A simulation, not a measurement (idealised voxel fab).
process module | voxel transistor to metal
cross-section cut | 285 nm wide | cells 5 nm
A cross-section is a grid of square cells, given in bands from the top down. A band is one or more rows of cells.
Each band's line starts with the height of the band's top and of its bottom, in nm. Then come its materials from left to right, each with its width in nm. One material with "throughout" fills the band from edge to edge. "air" is empty space.
Height 0 is the level under which the wafer as received is all one material. The lowest band goes on downwards, as in "0 down".
A width such as "30 to 40" changes by the same amount from each row of cells to the next, from the band's top row to its bottom row.
"no change" after a step means that no cell of the cross-section changed.
closed voids: empty space of 8 cells or more with no open way to the top, each as width x height at its distance from the left edge, in nm
after a step's settings: what the simulator itself notes on the step
overlay nm, on a step with a mask: how far to the right of its planned place the mask lay; to the left if negative
plan
1 op RECEIVE | material Si
2 op CONFORMAL_DEP | material SiO2 | thk nm 5
3 op CONFORMAL_DEP | material SiN | thk nm 10
4 op MASKED_ETCH | tone cover | mask id ACTIVE | width nm 95 | pitch nm 125 | etch materials SiN | depth nm 10 | overlay nm 0
5 op MASKED_ETCH | tone cover | mask id ACTIVE | width nm 95 | pitch nm 125 | etch materials SiO2 | depth nm 5 | overlay nm 0
6 op MASKED_ETCH | tone cover | mask id ACTIVE | width nm 95 | pitch nm 125 | etch materials Si | depth nm 35 | overlay nm 0
7 op FILL_DEP | material SiO2 | thk nm 10
8 op CMP | height nm 15
9 op SELECTIVE_ETCH | etch materials SiO2 | depth nm 5
10 op STRIP | etch materials SiN
11 op SELECTIVE_ETCH | etch materials SiO2 | depth nm 5
12 op OXIDIZE | depth nm 5
13 op DIRECTIONAL_DEP | material polySi | thk nm 20
14 op DIRECTIONAL_DEP | material SiCN | thk nm 10
15 op PATTERN | tone cover | mask id GATE | material resist | width nm 25 | pitch nm 125 | thk nm 20 | overlay nm 0
16 op DIRECTIONAL_ETCH | etch materials SiCN | depth nm 20
17 op DIRECTIONAL_ETCH | etch materials polySi | depth nm 30
18 op STRIP | etch materials resist
19 op CONFORMAL_DEP | material SiN | thk nm 10
20 op DIRECTIONAL_ETCH | etch materials SiN | depth nm 10
21 op DIRECTIONAL_ETCH | etch materials SiO2 | depth nm 5
22 op DIRECTIONAL_ETCH | etch materials Si | depth nm 5
23 op EPI | material SiGe | thk nm 10
24 op FILL_DEP | material SiO2 | thk nm 5
25 op CMP | height nm 30
26 op DIRECTIONAL_DEP | material SiO2 | thk nm 10
27 op MASKED_ETCH | tone open | mask id CONTACT | width nm 15 | etch materials SiO2 | depth nm 35 | overlay nm 0
28 op CONFORMAL_DEP | material TiN | thk nm 5
29 op FILL_DEP | material Ru | thk nm 5
30 op CMP | height nm 40
31 op DIRECTIONAL_DEP | material TiN | thk nm 5
32 op DIRECTIONAL_DEP | material Ru | thk nm 25
33 op MASKED_ETCH | tone cover | mask id METAL_1 | width nm 15 | etch materials Ru | depth nm 25 | overlay nm 0
34 op MASKED_ETCH | tone cover | mask id METAL_1 | width nm 15 | etch materials TiN | depth nm 5 | overlay nm 0
35 op FILL_DEP | material lowk | thk nm 10
36 op CMP | height nm 70
37 op CONFORMAL_DEP | material SiN | thk nm 5
first wafer, as planned
as received, after step 1
  0 down: Si throughout
  closed voids: none
after step 2
  5 to 0: SiO2 throughout
  below 0: unchanged
after step 3
  15 to 5: SiN throughout
  below 5: unchanged
after step 4
  15 to 5: air 30 | SiN 95 | air 30 | SiN 95 | air 35
  below 5: unchanged
after step 5
  15 to 5: air 30 | SiN 95 | air 30 | SiN 95 | air 35
  5 to 0: air 30 | SiO2 95 | air 30 | SiO2 95 | air 35
  below 0: unchanged
after step 6
  15 to 5: air 30 | SiN 95 | air 30 | SiN 95 | air 35
  5 to 0: air 30 | SiO2 95 | air 30 | SiO2 95 | air 35
  0 to -35: air 30 | Si 95 | air 30 | Si 95 | air 35
  below -35: unchanged
after step 7
  25 to 15: SiO2 throughout
  15 to 5: SiO2 30 | SiN 95 | SiO2 30 | SiN 95 | SiO2 35
  5 to 0: SiO2 throughout
  0 to -35: SiO2 30 | Si 95 | SiO2 30 | Si 95 | SiO2 35
  below -35: unchanged
after step 8
  15 to 5: SiO2 30 | SiN 95 | SiO2 30 | SiN 95 | SiO2 35
  below 5: unchanged
after step 9
  15 to 10: air 30 | SiN 95 | air 30 | SiN 95 | air 35
  below 10: unchanged
after step 10
  10 to 5: SiO2 30 | air 95 | SiO2 30 | air 95 | SiO2 35
  below 5: unchanged
after step 11
  5 to 0: SiO2 25 | air 105 | SiO2 20 | air 105 | SiO2 30
  below 0: unchanged
after step 12
  5 to 0: SiO2 25 | air 105 | SiO2 20 | air 105 | SiO2 30
  0 to -5: SiO2 throughout
  below -5: unchanged
after step 13
  25 to 20: polySi 25 | air 105 | polySi 20 | air 105 | polySi 30
  20 to 5: polySi throughout
  5 to 0: SiO2 25 | polySi 105 | SiO2 20 | polySi 105 | SiO2 30
  below 0: unchanged
after step 14
  35 to 30: SiCN 25 | air 105 | SiCN 20 | air 105 | SiCN 30
  30 to 25: SiCN throughout
  25 to 20: polySi 25 | SiCN 105 | polySi 20 | SiCN 105 | polySi 30
  below 20: unchanged
after step 15
  55 to 35: air 65 | resist 25 | air 100 | resist 25 | air 70
  35 to 30: SiCN 25 | air 40 | resist 25 | air 40 | SiCN 20 | air 40 | resist 25 | air 40 | SiCN 30
  below 30: unchanged
after step 16
  55 to 30: air 65 | resist 25 | air 100 | resist 25 | air 70
  30 to 25: air 65 | SiCN 25 | air 100 | SiCN 25 | air 70
  25 to 20: polySi 25 | air 40 | SiCN 25 | air 40 | polySi 20 | air 40 | SiCN 25 | air 40 | polySi 30
  below 20: unchanged
after step 17
  55 to 30: air 65 | resist 25 | air 100 | resist 25 | air 70
  30 to 20: air 65 | SiCN 25 | air 100 | SiCN 25 | air 70
  20 to 5: air 65 | polySi 25 | air 100 | polySi 25 | air 70
  5 to 0: SiO2 25 | air 40 | polySi 25 | air 40 | SiO2 20 | air 40 | polySi 25 | air 40 | SiO2 30
  below 0: unchanged
after step 18
  30 to 20: air 65 | SiCN 25 | air 100 | SiCN 25 | air 70
  below 20: unchanged
after step 19
  40 to 30: air 55 | SiN 45 | air 80 | SiN 45 | air 60
  30 to 20: air 55 | SiN 10 | SiCN 25 | SiN 10 | air 80 | SiN 10 | SiCN 25 | SiN 10 | air 60
  20 to 15: air 55 | SiN 10 | polySi 25 | SiN 10 | air 80 | SiN 10 | polySi 25 | SiN 10 | air 60
  15 to 10: SiN 35 | air 20 | SiN 10 | polySi 25 | SiN 10 | air 20 | SiN 40 | air 20 | SiN 10 | polySi 25 | SiN 10 | air 20 | SiN 40
  10 to 5: SiN 65 | polySi 25 | SiN 100 | polySi 25 | SiN 70
  5 to 0: SiO2 25 | SiN 40 | polySi 25 | SiN 40 | SiO2 20 | SiN 40 | polySi 25 | SiN 40 | SiO2 30
  below 0: unchanged
after step 20
  30 to 20: air 55 | SiN 10 | SiCN 25 | SiN 10 | air 80 | SiN 10 | SiCN 25 | SiN 10 | air 60
  20 to 5: air 55 | SiN 10 | polySi 25 | SiN 10 | air 80 | SiN 10 | polySi 25 | SiN 10 | air 60
  5 to 0: SiO2 25 | SiN 10 | air 20 | SiN 10 | polySi 25 | SiN 10 | air 20 | SiN 10 | SiO2 20 | SiN 10 | air 20 | SiN 10 | polySi 25 | SiN 10 | air 20 | SiN 10 | SiO2 30
  below 0: unchanged
after step 21
  30 to 20: air 55 | SiN 10 | SiCN 25 | SiN 10 | air 80 | SiN 10 | SiCN 25 | SiN 10 | air 60
  20 to 5: air 55 | SiN 10 | polySi 25 | SiN 10 | air 80 | SiN 10 | polySi 25 | SiN 10 | air 60
  5 to 0: air 25 | SiN 10 | air 20 | SiN 10 | polySi 25 | SiN 10 | air 20 | SiN 10 | air 20 | SiN 10 | air 20 | SiN 10 | polySi 25 | SiN 10 | air 20 | SiN 10 | air 30
  0 to -5: SiO2 35 | air 20 | SiO2 45 | air 20 | SiO2 40 | air 20 | SiO2 45 | air 20 | SiO2 40
  below -5: unchanged
after step 22
  30 to 20: air 55 | SiN 10 | SiCN 25 | SiN 10 | air 80 | SiN 10 | SiCN 25 | SiN 10 | air 60
  20 to 5: air 55 | SiN 10 | polySi 25 | SiN 10 | air 80 | SiN 10 | polySi 25 | SiN 10 | air 60
  5 to 0: air 25 | SiN 10 | air 20 | SiN 10 | polySi 25 | SiN 10 | air 20 | SiN 10 | air 20 | SiN 10 | air 20 | SiN 10 | polySi 25 | SiN 10 | air 20 | SiN 10 | air 30
  0 to -5: SiO2 35 | air 20 | SiO2 45 | air 20 | SiO2 40 | air 20 | SiO2 45 | air 20 | SiO2 40
  -5 to -10: SiO2 30 | Si 5 | air 20 | Si 45 | air 20 | Si 5 | SiO2 30 | Si 5 | air 20 | Si 45 | air 20 | Si 5 | SiO2 35
  below -10: unchanged
after step 23
  30 to 20: air 55 | SiN 10 | SiCN 25 | SiN 10 | air 80 | SiN 10 | SiCN 25 | SiN 10 | air 60
  20 to 5: air 55 | SiN 10 | polySi 25 | SiN 10 | air 80 | SiN 10 | polySi 25 | SiN 10 | air 60
  5 to 0: air 25 | SiN 10 | SiGe 20 | SiN 10 | polySi 25 | SiN 10 | SiGe 20 | SiN 10 | air 20 | SiN 10 | SiGe 20 | SiN 10 | polySi 25 | SiN 10 | SiGe 20 | SiN 10 | air 30
  0 to -5: SiO2 35 | SiGe 20 | SiO2 45 | SiGe 20 | SiO2 40 | SiGe 20 | SiO2 45 | SiGe 20 | SiO2 40
  -5 to -10: SiO2 30 | Si 5 | SiGe 20 | Si 45 | SiGe 20 | Si 5 | SiO2 30 | Si 5 | SiGe 20 | Si 45 | SiGe 20 | Si 5 | SiO2 35
  below -10: unchanged
after step 24
  35 to 30: SiO2 throughout
  30 to 20: SiO2 55 | SiN 10 | SiCN 25 | SiN 10 | SiO2 80 | SiN 10 | SiCN 25 | SiN 10 | SiO2 60
  20 to 5: SiO2 55 | SiN 10 | polySi 25 | SiN 10 | SiO2 80 | SiN 10 | polySi 25 | SiN 10 | SiO2 60
  5 to 0: SiO2 25 | SiN 10 | SiGe 20 | SiN 10 | polySi 25 | SiN 10 | SiGe 20 | SiN 10 | SiO2 20 | SiN 10 | SiGe 20 | SiN 10 | polySi 25 | SiN 10 | SiGe 20 | SiN 10 | SiO2 30
  below 0: unchanged
after step 25
  30 to 20: SiO2 55 | SiN 10 | SiCN 25 | SiN 10 | SiO2 80 | SiN 10 | SiCN 25 | SiN 10 | SiO2 60
  below 20: unchanged
after step 26
  40 to 30: SiO2 throughout
  below 30: unchanged
after step 27
  40 to 30: SiO2 35 | air 15 | SiO2 55 | air 15 | SiO2 40 | air 15 | SiO2 55 | air 15 | SiO2 40
  30 to 20: SiO2 35 | air 15 | SiO2 5 | SiN 10 | SiCN 25 | SiN 10 | SiO2 5 | air 15 | SiO2 40 | air 15 | SiO2 5 | SiN 10 | SiCN 25 | SiN 10 | SiO2 5 | air 15 | SiO2 40
  20 to 5: SiO2 35 | air 15 | SiO2 5 | SiN 10 | polySi 25 | SiN 10 | SiO2 5 | air 15 | SiO2 40 | air 15 | SiO2 5 | SiN 10 | polySi 25 | SiN 10 | SiO2 5 | air 15 | SiO2 40
  below 5: unchanged
after step 28
  45 to 40: TiN 40 | air 5 | TiN 65 | air 5 | TiN 50 | air 5 | TiN 65 | air 5 | TiN 45
  40 to 30: SiO2 35 | TiN 5 | air 5 | TiN 5 | SiO2 55 | TiN 5 | air 5 | TiN 5 | SiO2 40 | TiN 5 | air 5 | TiN 5 | SiO2 55 | TiN 5 | air 5 | TiN 5 | SiO2 40
  30 to 20: SiO2 35 | TiN 5 | air 5 | TiN 5 | SiO2 5 | SiN 10 | SiCN 25 | SiN 10 | SiO2 5 | TiN 5 | air 5 | TiN 5 | SiO2 40 | TiN 5 | air 5 | TiN 5 | SiO2 5 | SiN 10 | SiCN 25 | SiN 10 | SiO2 5 | TiN 5 | air 5 | TiN 5 | SiO2 40
  20 to 10: SiO2 35 | TiN 5 | air 5 | TiN 5 | SiO2 5 | SiN 10 | polySi 25 | SiN 10 | SiO2 5 | TiN 5 | air 5 | TiN 5 | SiO2 40 | TiN 5 | air 5 | TiN 5 | SiO2 5 | SiN 10 | polySi 25 | SiN 10 | SiO2 5 | TiN 5 | air 5 | TiN 5 | SiO2 40
  10 to 5: SiO2 35 | TiN 15 | SiO2 5 | SiN 10 | polySi 25 | SiN 10 | SiO2 5 | TiN 15 | SiO2 40 | TiN 15 | SiO2 5 | SiN 10 | polySi 25 | SiN 10 | SiO2 5 | TiN 15 | SiO2 40
  below 5: unchanged
after step 29
  50 to 45: Ru throughout
  45 to 40: TiN 40 | Ru 5 | TiN 65 | Ru 5 | TiN 50 | Ru 5 | TiN 65 | Ru 5 | TiN 45
  40 to 30: SiO2 35 | TiN 5 | Ru 5 | TiN 5 | SiO2 55 | TiN 5 | Ru 5 | TiN 5 | SiO2 40 | TiN 5 | Ru 5 | TiN 5 | SiO2 55 | TiN 5 | Ru 5 | TiN 5 | SiO2 40
  30 to 20: SiO2 35 | TiN 5 | Ru 5 | TiN 5 | SiO2 5 | SiN 10 | SiCN 25 | SiN 10 | SiO2 5 | TiN 5 | Ru 5 | TiN 5 | SiO2 40 | TiN 5 | Ru 5 | TiN 5 | SiO2 5 | SiN 10 | SiCN 25 | SiN 10 | SiO2 5 | TiN 5 | Ru 5 | TiN 5 | SiO2 40
  20 to 10: SiO2 35 | TiN 5 | Ru 5 | TiN 5 | SiO2 5 | SiN 10 | polySi 25 | SiN 10 | SiO2 5 | TiN 5 | Ru 5 | TiN 5 | SiO2 40 | TiN 5 | Ru 5 | TiN 5 | SiO2 5 | SiN 10 | polySi 25 | SiN 10 | SiO2 5 | TiN 5 | Ru 5 | TiN 5 | SiO2 40
  below 10: unchanged
after step 30
  40 to 30: SiO2 35 | TiN 5 | Ru 5 | TiN 5 | SiO2 55 | TiN 5 | Ru 5 | TiN 5 | SiO2 40 | TiN 5 | Ru 5 | TiN 5 | SiO2 55 | TiN 5 | Ru 5 | TiN 5 | SiO2 40
  below 30: unchanged
after step 31
  45 to 40: TiN throughout
  below 40: unchanged
after step 32
  70 to 45: Ru throughout
  below 45: unchanged
after step 33
  70 to 45: air 35 | Ru 15 | air 55 | Ru 15 | air 40 | Ru 15 | air 55 | Ru 15 | air 40
  below 45: unchanged
after step 34
  70 to 45: air 35 | Ru 15 | air 55 | Ru 15 | air 40 | Ru 15 | air 55 | Ru 15 | air 40
  45 to 40: air 35 | TiN 15 | air 55 | TiN 15 | air 40 | TiN 15 | air 55 | TiN 15 | air 40
  below 40: unchanged
after step 35
  80 to 70: lowk throughout
  70 to 45: lowk 35 | Ru 15 | lowk 55 | Ru 15 | lowk 40 | Ru 15 | lowk 55 | Ru 15 | lowk 40
  45 to 40: lowk 35 | TiN 15 | lowk 55 | TiN 15 | lowk 40 | TiN 15 | lowk 55 | TiN 15 | lowk 40
  below 40: unchanged
after step 36
  70 to 45: lowk 35 | Ru 15 | lowk 55 | Ru 15 | lowk 40 | Ru 15 | lowk 55 | Ru 15 | lowk 40
  below 45: unchanged
after step 37
  75 to 70: SiN throughout
  below 70: unchanged
second wafer: like start, like plan, one mistake. Through step 5 it matches the first wafer
when step 6 should have ended
  15 to 5: air 30 | SiN 95 | air 30 | SiN 95 | air 35
  5 to 0: air 30 | SiO2 95 | air 30 | SiO2 95 | air 35
  0 to -40: air 30 | Si 95 | air 30 | Si 95 | air 35
  below -40: unchanged
when step 7 should have ended
  25 to 15: SiO2 throughout
  15 to 5: SiO2 30 | SiN 95 | SiO2 30 | SiN 95 | SiO2 35
  5 to 0: SiO2 throughout
  0 to -40: SiO2 30 | Si 95 | SiO2 30 | Si 95 | SiO2 35
  below -40: unchanged
when step 8 should have ended
  15 to 5: SiO2 30 | SiN 95 | SiO2 30 | SiN 95 | SiO2 35
  below 5: unchanged
when step 9 should have ended
  15 to 10: air 30 | SiN 95 | air 30 | SiN 95 | air 35
  below 10: unchanged
when step 10 should have ended
  10 to 5: SiO2 30 | air 95 | SiO2 30 | air 95 | SiO2 35
  below 5: unchanged
when step 11 should have ended
  5 to 0: SiO2 25 | air 105 | SiO2 20 | air 105 | SiO2 30
  below 0: unchanged
when step 12 should have ended
  5 to 0: SiO2 25 | air 105 | SiO2 20 | air 105 | SiO2 30
  0 to -5: SiO2 throughout
  below -5: unchanged
when step 13 should have ended
  25 to 20: polySi 25 | air 105 | polySi 20 | air 105 | polySi 30
  20 to 5: polySi throughout
  5 to 0: SiO2 25 | polySi 105 | SiO2 20 | polySi 105 | SiO2 30
  below 0: unchanged
when step 14 should have ended
  35 to 30: SiCN 25 | air 105 | SiCN 20 | air 105 | SiCN 30
  30 to 25: SiCN throughout
  25 to 20: polySi 25 | SiCN 105 | polySi 20 | SiCN 105 | polySi 30
  below 20: unchanged
when step 15 should have ended
  55 to 35: air 65 | resist 25 | air 100 | resist 25 | air 70
  35 to 30: SiCN 25 | air 40 | resist 25 | air 40 | SiCN 20 | air 40 | resist 25 | air 40 | SiCN 30
  below 30: unchanged
when step 16 should have ended
  55 to 30: air 65 | resist 25 | air 100 | resist 25 | air 70
  30 to 25: air 65 | SiCN 25 | air 100 | SiCN 25 | air 70
  25 to 20: polySi 25 | air 40 | SiCN 25 | air 40 | polySi 20 | air 40 | SiCN 25 | air 40 | polySi 30
  below 20: unchanged
when step 17 should have ended
  55 to 30: air 65 | resist 25 | air 100 | resist 25 | air 70
  30 to 20: air 65 | SiCN 25 | air 100 | SiCN 25 | air 70
  20 to 5: air 65 | polySi 25 | air 100 | polySi 25 | air 70
  5 to 0: SiO2 25 | air 40 | polySi 25 | air 40 | SiO2 20 | air 40 | polySi 25 | air 40 | SiO2 30
  below 0: unchanged
when step 18 should have ended
  30 to 20: air 65 | SiCN 25 | air 100 | SiCN 25 | air 70
  below 20: unchanged
when step 19 should have ended
  40 to 30: air 55 | SiN 45 | air 80 | SiN 45 | air 60
  30 to 20: air 55 | SiN 10 | SiCN 25 | SiN 10 | air 80 | SiN 10 | SiCN 25 | SiN 10 | air 60
  20 to 15: air 55 | SiN 10 | polySi 25 | SiN 10 | air 80 | SiN 10 | polySi 25 | SiN 10 | air 60
  15 to 10: SiN 35 | air 20 | SiN 10 | polySi 25 | SiN 10 | air 20 | SiN 40 | air 20 | SiN 10 | polySi 25 | SiN 10 | air 20 | SiN 40
  10 to 5: SiN 65 | polySi 25 | SiN 100 | polySi 25 | SiN 70
  5 to 0: SiO2 25 | SiN 40 | polySi 25 | SiN 40 | SiO2 20 | SiN 40 | polySi 25 | SiN 40 | SiO2 30
  below 0: unchanged
when step 20 should have ended
  30 to 20: air 55 | SiN 10 | SiCN 25 | SiN 10 | air 80 | SiN 10 | SiCN 25 | SiN 10 | air 60
  20 to 5: air 55 | SiN 10 | polySi 25 | SiN 10 | air 80 | SiN 10 | polySi 25 | SiN 10 | air 60
  5 to 0: SiO2 25 | SiN 10 | air 20 | SiN 10 | polySi 25 | SiN 10 | air 20 | SiN 10 | SiO2 20 | SiN 10 | air 20 | SiN 10 | polySi 25 | SiN 10 | air 20 | SiN 10 | SiO2 30
  below 0: unchanged
when step 21 should have ended
  30 to 20: air 55 | SiN 10 | SiCN 25 | SiN 10 | air 80 | SiN 10 | SiCN 25 | SiN 10 | air 60
  20 to 5: air 55 | SiN 10 | polySi 25 | SiN 10 | air 80 | SiN 10 | polySi 25 | SiN 10 | air 60
  5 to 0: air 25 | SiN 10 | air 20 | SiN 10 | polySi 25 | SiN 10 | air 20 | SiN 10 | air 20 | SiN 10 | air 20 | SiN 10 | polySi 25 | SiN 10 | air 20 | SiN 10 | air 30
  0 to -5: SiO2 35 | air 20 | SiO2 45 | air 20 | SiO2 40 | air 20 | SiO2 45 | air 20 | SiO2 40
  below -5: unchanged
when step 22 should have ended
  30 to 20: air 55 | SiN 10 | SiCN 25 | SiN 10 | air 80 | SiN 10 | SiCN 25 | SiN 10 | air 60
  20 to 5: air 55 | SiN 10 | polySi 25 | SiN 10 | air 80 | SiN 10 | polySi 25 | SiN 10 | air 60
  5 to 0: air 25 | SiN 10 | air 20 | SiN 10 | polySi 25 | SiN 10 | air 20 | SiN 10 | air 20 | SiN 10 | air 20 | SiN 10 | polySi 25 | SiN 10 | air 20 | SiN 10 | air 30
  0 to -5: SiO2 35 | air 20 | SiO2 45 | air 20 | SiO2 40 | air 20 | SiO2 45 | air 20 | SiO2 40
  -5 to -10: SiO2 30 | Si 5 | air 20 | Si 45 | air 20 | Si 5 | SiO2 30 | Si 5 | air 20 | Si 45 | air 20 | Si 5 | SiO2 35
  below -10: unchanged
when step 23 should have ended
  30 to 20: air 55 | SiN 10 | SiCN 25 | SiN 10 | air 80 | SiN 10 | SiCN 25 | SiN 10 | air 60
  20 to 5: air 55 | SiN 10 | polySi 25 | SiN 10 | air 80 | SiN 10 | polySi 25 | SiN 10 | air 60
  5 to 0: air 25 | SiN 10 | SiGe 20 | SiN 10 | polySi 25 | SiN 10 | SiGe 20 | SiN 10 | air 20 | SiN 10 | SiGe 20 | SiN 10 | polySi 25 | SiN 10 | SiGe 20 | SiN 10 | air 30
  0 to -5: SiO2 35 | SiGe 20 | SiO2 45 | SiGe 20 | SiO2 40 | SiGe 20 | SiO2 45 | SiGe 20 | SiO2 40
  -5 to -10: SiO2 30 | Si 5 | SiGe 20 | Si 45 | SiGe 20 | Si 5 | SiO2 30 | Si 5 | SiGe 20 | Si 45 | SiGe 20 | Si 5 | SiO2 35
  below -10: unchanged
when step 24 should have ended
  35 to 30: SiO2 throughout
  30 to 20: SiO2 55 | SiN 10 | SiCN 25 | SiN 10 | SiO2 80 | SiN 10 | SiCN 25 | SiN 10 | SiO2 60
  20 to 5: SiO2 55 | SiN 10 | polySi 25 | SiN 10 | SiO2 80 | SiN 10 | polySi 25 | SiN 10 | SiO2 60
  5 to 0: SiO2 25 | SiN 10 | SiGe 20 | SiN 10 | polySi 25 | SiN 10 | SiGe 20 | SiN 10 | SiO2 20 | SiN 10 | SiGe 20 | SiN 10 | polySi 25 | SiN 10 | SiGe 20 | SiN 10 | SiO2 30
  below 0: unchanged
when step 25 should have ended
  30 to 20: SiO2 55 | SiN 10 | SiCN 25 | SiN 10 | SiO2 80 | SiN 10 | SiCN 25 | SiN 10 | SiO2 60
  below 20: unchanged
when step 26 should have ended
  40 to 30: SiO2 throughout
  below 30: unchanged
when step 27 should have ended
  40 to 30: SiO2 35 | air 15 | SiO2 55 | air 15 | SiO2 40 | air 15 | SiO2 55 | air 15 | SiO2 40
  30 to 20: SiO2 35 | air 15 | SiO2 5 | SiN 10 | SiCN 25 | SiN 10 | SiO2 5 | air 15 | SiO2 40 | air 15 | SiO2 5 | SiN 10 | SiCN 25 | SiN 10 | SiO2 5 | air 15 | SiO2 40
  20 to 5: SiO2 35 | air 15 | SiO2 5 | SiN 10 | polySi 25 | SiN 10 | SiO2 5 | air 15 | SiO2 40 | air 15 | SiO2 5 | SiN 10 | polySi 25 | SiN 10 | SiO2 5 | air 15 | SiO2 40
  below 5: unchanged
when step 28 should have ended
  45 to 40: TiN 40 | air 5 | TiN 65 | air 5 | TiN 50 | air 5 | TiN 65 | air 5 | TiN 45
  40 to 30: SiO2 35 | TiN 5 | air 5 | TiN 5 | SiO2 55 | TiN 5 | air 5 | TiN 5 | SiO2 40 | TiN 5 | air 5 | TiN 5 | SiO2 55 | TiN 5 | air 5 | TiN 5 | SiO2 40
  30 to 20: SiO2 35 | TiN 5 | air 5 | TiN 5 | SiO2 5 | SiN 10 | SiCN 25 | SiN 10 | SiO2 5 | TiN 5 | air 5 | TiN 5 | SiO2 40 | TiN 5 | air 5 | TiN 5 | SiO2 5 | SiN 10 | SiCN 25 | SiN 10 | SiO2 5 | TiN 5 | air 5 | TiN 5 | SiO2 40
  20 to 10: SiO2 35 | TiN 5 | air 5 | TiN 5 | SiO2 5 | SiN 10 | polySi 25 | SiN 10 | SiO2 5 | TiN 5 | air 5 | TiN 5 | SiO2 40 | TiN 5 | air 5 | TiN 5 | SiO2 5 | SiN 10 | polySi 25 | SiN 10 | SiO2 5 | TiN 5 | air 5 | TiN 5 | SiO2 40
  10 to 5: SiO2 35 | TiN 15 | SiO2 5 | SiN 10 | polySi 25 | SiN 10 | SiO2 5 | TiN 15 | SiO2 40 | TiN 15 | SiO2 5 | SiN 10 | polySi 25 | SiN 10 | SiO2 5 | TiN 15 | SiO2 40
  below 5: unchanged
when step 29 should have ended
  50 to 45: Ru throughout
  45 to 40: TiN 40 | Ru 5 | TiN 65 | Ru 5 | TiN 50 | Ru 5 | TiN 65 | Ru 5 | TiN 45
  40 to 30: SiO2 35 | TiN 5 | Ru 5 | TiN 5 | SiO2 55 | TiN 5 | Ru 5 | TiN 5 | SiO2 40 | TiN 5 | Ru 5 | TiN 5 | SiO2 55 | TiN 5 | Ru 5 | TiN 5 | SiO2 40
  30 to 20: SiO2 35 | TiN 5 | Ru 5 | TiN 5 | SiO2 5 | SiN 10 | SiCN 25 | SiN 10 | SiO2 5 | TiN 5 | Ru 5 | TiN 5 | SiO2 40 | TiN 5 | Ru 5 | TiN 5 | SiO2 5 | SiN 10 | SiCN 25 | SiN 10 | SiO2 5 | TiN 5 | Ru 5 | TiN 5 | SiO2 40
  20 to 10: SiO2 35 | TiN 5 | Ru 5 | TiN 5 | SiO2 5 | SiN 10 | polySi 25 | SiN 10 | SiO2 5 | TiN 5 | Ru 5 | TiN 5 | SiO2 40 | TiN 5 | Ru 5 | TiN 5 | SiO2 5 | SiN 10 | polySi 25 | SiN 10 | SiO2 5 | TiN 5 | Ru 5 | TiN 5 | SiO2 40
  below 10: unchanged
when step 30 should have ended
  40 to 30: SiO2 35 | TiN 5 | Ru 5 | TiN 5 | SiO2 55 | TiN 5 | Ru 5 | TiN 5 | SiO2 40 | TiN 5 | Ru 5 | TiN 5 | SiO2 55 | TiN 5 | Ru 5 | TiN 5 | SiO2 40
  below 30: unchanged
when step 31 should have ended
  45 to 40: TiN throughout
  below 40: unchanged
when step 32 should have ended
  70 to 45: Ru throughout
  below 45: unchanged
when step 33 should have ended
  70 to 45: air 35 | Ru 15 | air 55 | Ru 15 | air 40 | Ru 15 | air 55 | Ru 15 | air 40
  below 45: unchanged
when step 34 should have ended
  70 to 45: air 35 | Ru 15 | air 55 | Ru 15 | air 40 | Ru 15 | air 55 | Ru 15 | air 40
  45 to 40: air 35 | TiN 15 | air 55 | TiN 15 | air 40 | TiN 15 | air 55 | TiN 15 | air 40
  below 40: unchanged
when step 35 should have ended
  80 to 70: lowk throughout
  70 to 45: lowk 35 | Ru 15 | lowk 55 | Ru 15 | lowk 40 | Ru 15 | lowk 55 | Ru 15 | lowk 40
  45 to 40: lowk 35 | TiN 15 | lowk 55 | TiN 15 | lowk 40 | TiN 15 | lowk 55 | TiN 15 | lowk 40
  below 40: unchanged
when step 36 should have ended
  70 to 45: lowk 35 | Ru 15 | lowk 55 | Ru 15 | lowk 40 | Ru 15 | lowk 55 | Ru 15 | lowk 40
  below 45: unchanged
when step 37 should have ended
  75 to 70: SiN throughout
  below 70: unchanged
what went wrong: step 6 ran as: op MASKED_ETCH | tone cover | mask id ACTIVE | width nm 95 | pitch nm 125 | etch materials Si | depth nm 40 | overlay nm 0
at the end the second wafer has, in cells: 19 fewer of Si | 19 more of SiO2
